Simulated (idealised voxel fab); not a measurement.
You're looking at the process module voxel trench capacitor.
Pictured: cross-section cut, 225 nm wide, on a grid of 5 nm square cells.
Think of the cross-section as a grid of square cells. We describe it in bands, top to bottom, and each band covers one or more rows of those cells.
Basically the band line says how high the top is and how high the bottom is, in nm, and then what's in it from left to right, every material with its width in nm. Empty space shows up as "air", and if a single material carries "throughout" it runs the full band edge to edge.
Heights are expressed relative to 0, this being the level below which the as-received wafer comprises one material exclusively. The lowest band is unbounded in the downward direction and is denoted as in "0 down".
When a width is written as two numbers, as in "30..40", the first number is the width in the top row of cells of the band and the second is the width in its bottom row, and the width changes by the same amount from each row to the next.
What does "no change occurred" mean for a step? It means no cell of the cross-section changed in that step.
In "Sealed voids" the enclosed voids are listed, meaning empty spaces of 8 cells or larger without any opening to the top. The form is width x height at distance, distance from the left edge, units nm.
On a step's line, text after the settings is the simulator commenting on that step.
What "overlay nm" on a step's line means: if the step has a mask, that mask lay this far to the right of its planned place, or, when the value is negative, to the left.
[Steps in the process plan]
1 op RECEIVE | material Si
2 op CONFORMAL_DEP | material SiN | thk nm 5
3 op DIRECTIONAL_DEP | material aC | thk nm 10
4 op PATTERN | tone open | mask id TRENCH | material resist | width nm 15 | pitch nm 45 | thk nm 25 | overlay nm 0
5 op DIRECTIONAL_ETCH | etch materials aC | depth nm 10
6 op STRIP | etch materials resist
7 op DIRECTIONAL_ETCH | etch materials SiN | depth nm 5
8 op DIRECTIONAL_ETCH | etch materials Si | depth nm 30
9 op STRIP | etch materials aC
10 op CONFORMAL_DEP | material Al2O3 | thk nm 5
11 op FILL_DEP | material polySi | thk nm 10
12 op CMP | height nm 5
[Concerning the first of two wafers, which was run in accordance with the plan]
[As-received state of the wafer in cross-section, equivalent to post-step 1]
- 0 down = Si throughout
- Sealed voids: none
[Step 2 complete: cross-section through the wafer]
- 5 to 0 = SiN throughout
- Nothing below the height 0 has changed.
[Step 3 complete: cross-section through the wafer]
- 15 to 5 = aC throughout
- Nothing below the height 5 has changed.
[Step 4 complete: cross-section through the wafer]
- 40 to 15 = resist 80  air 15  resist 30  air 15  resist 85
- Nothing below the height 15 has changed.
[Step 5 complete: cross-section through the wafer]
- 30 to 15 = resist 80  air 15  resist 30  air 15  resist 85
- 15 to 5 = aC 80  air 15  aC 30  air 15  aC 85
- Nothing below the height 5 has changed.
[Step 6 complete: cross-section through the wafer]
- 15 to 5 = aC 80  air 15  aC 30  air 15  aC 85
- Nothing below the height 5 has changed.
[Step 7 complete: cross-section through the wafer]
- 15 to 5 = aC 80  air 15  aC 30  air 15  aC 85
- 5 to 0 = SiN 80  air 15  SiN 30  air 15  SiN 85
- Nothing below the height 0 has changed.
[Step 8 complete: cross-section through the wafer]
- 15 to 5 = aC 80  air 15  aC 30  air 15  aC 85
- 5 to 0 = SiN 80  air 15  SiN 30  air 15  SiN 85
- 0 to -30 = Si 80  air 15  Si 30  air 15  Si 85
- Nothing below the height -30 has changed.
[Step 9 complete: cross-section through the wafer]
- 5 to 0 = SiN 80  air 15  SiN 30  air 15  SiN 85
- Nothing below the height 0 has changed.
[Step 10 complete: cross-section through the wafer]
- 10 to 5 = Al2O3 85  air 5  Al2O3 40  air 5  Al2O3 90
- 5 to 0 = SiN 80  Al2O3 5  air 5  Al2O3 5  SiN 30  Al2O3 5  air 5  Al2O3 5  SiN 85
- 0 to -25 = Si 80  Al2O3 5  air 5  Al2O3 5  Si 30  Al2O3 5  air 5  Al2O3 5  Si 85
- -25 to -30 = Si 80  Al2O3 15  Si 30  Al2O3 15  Si 85
- Nothing below the height -30 has changed.
[Step 11 complete: cross-section through the wafer]
- 20 to 10 = polySi throughout
- 10 to 5 = Al2O3 85  polySi 5  Al2O3 40  polySi 5  Al2O3 90
- 5 to 0 = SiN 80  Al2O3 5  polySi 5  Al2O3 5  SiN 30  Al2O3 5  polySi 5  Al2O3 5  SiN 85
- 0 to -25 = Si 80  Al2O3 5  polySi 5  Al2O3 5  Si 30  Al2O3 5  polySi 5  Al2O3 5  Si 85
- Nothing below the height -25 has changed.
[Step 12 complete: cross-section through the wafer]
- 5 to 0 = SiN 80  Al2O3 5  polySi 5  Al2O3 5  SiN 30  Al2O3 5  polySi 5  Al2O3 5  SiN 85
- Nothing below the height 0 has changed.
[Second wafer - shared start and plan with the first - one error in running - same as the first up to step 3 inclusive]
[Second wafer cross-section, taken as of the time the plan sets for step 4 to be done]
- 40 to 15 = resist 70  air 15  resist 30  air 15  resist 95
- Nothing below the height 15 has changed.
[Second wafer cross-section, taken as of the time the plan sets for step 5 to be done]
- 30 to 15 = resist 70  air 15  resist 30  air 15  resist 95
- 15 to 5 = aC 70  air 15  aC 30  air 15  aC 95
- Nothing below the height 5 has changed.
[Second wafer cross-section, taken as of the time the plan sets for step 6 to be done]
- 15 to 5 = aC 70  air 15  aC 30  air 15  aC 95
- Nothing below the height 5 has changed.
[Second wafer cross-section, taken as of the time the plan sets for step 7 to be done]
- 15 to 5 = aC 70  air 15  aC 30  air 15  aC 95
- 5 to 0 = SiN 70  air 15  SiN 30  air 15  SiN 95
- Nothing below the height 0 has changed.
[Second wafer cross-section, taken as of the time the plan sets for step 8 to be done]
- 15 to 5 = aC 70  air 15  aC 30  air 15  aC 95
- 5 to 0 = SiN 70  air 15  SiN 30  air 15  SiN 95
- 0 to -30 = Si 70  air 15  Si 30  air 15  Si 95
- Nothing below the height -30 has changed.
[Second wafer cross-section, taken as of the time the plan sets for step 9 to be done]
- 5 to 0 = SiN 70  air 15  SiN 30  air 15  SiN 95
- Nothing below the height 0 has changed.
[Second wafer cross-section, taken as of the time the plan sets for step 10 to be done]
- 10 to 5 = Al2O3 75  air 5  Al2O3 40  air 5  Al2O3 100
- 5 to 0 = SiN 70  Al2O3 5  air 5  Al2O3 5  SiN 30  Al2O3 5  air 5  Al2O3 5  SiN 95
- 0 to -25 = Si 70  Al2O3 5  air 5  Al2O3 5  Si 30  Al2O3 5  air 5  Al2O3 5  Si 95
- -25 to -30 = Si 70  Al2O3 15  Si 30  Al2O3 15  Si 95
- Nothing below the height -30 has changed.
[Second wafer cross-section, taken as of the time the plan sets for step 11 to be done]
- 20 to 10 = polySi throughout
- 10 to 5 = Al2O3 75  polySi 5  Al2O3 40  polySi 5  Al2O3 100
- 5 to 0 = SiN 70  Al2O3 5  polySi 5  Al2O3 5  SiN 30  Al2O3 5  polySi 5  Al2O3 5  SiN 95
- 0 to -25 = Si 70  Al2O3 5  polySi 5  Al2O3 5  Si 30  Al2O3 5  polySi 5  Al2O3 5  Si 95
- Nothing below the height -25 has changed.
[Second wafer cross-section, taken as of the time the plan sets for step 12 to be done]
- 5 to 0 = SiN 70  Al2O3 5  polySi 5  Al2O3 5  SiN 30  Al2O3 5  polySi 5  Al2O3 5  SiN 95
- Nothing below the height 0 has changed.
What broke from the plan during processing? heads up, step 4 didn't go per plan, it actually ran as op PATTERN | tone open | mask id TRENCH | material resist | width nm 15 | pitch nm 45 | thk nm 25 | overlay nm -10
At the close, every material occupies the same number of cells on the second wafer as on the first, only in different positions.
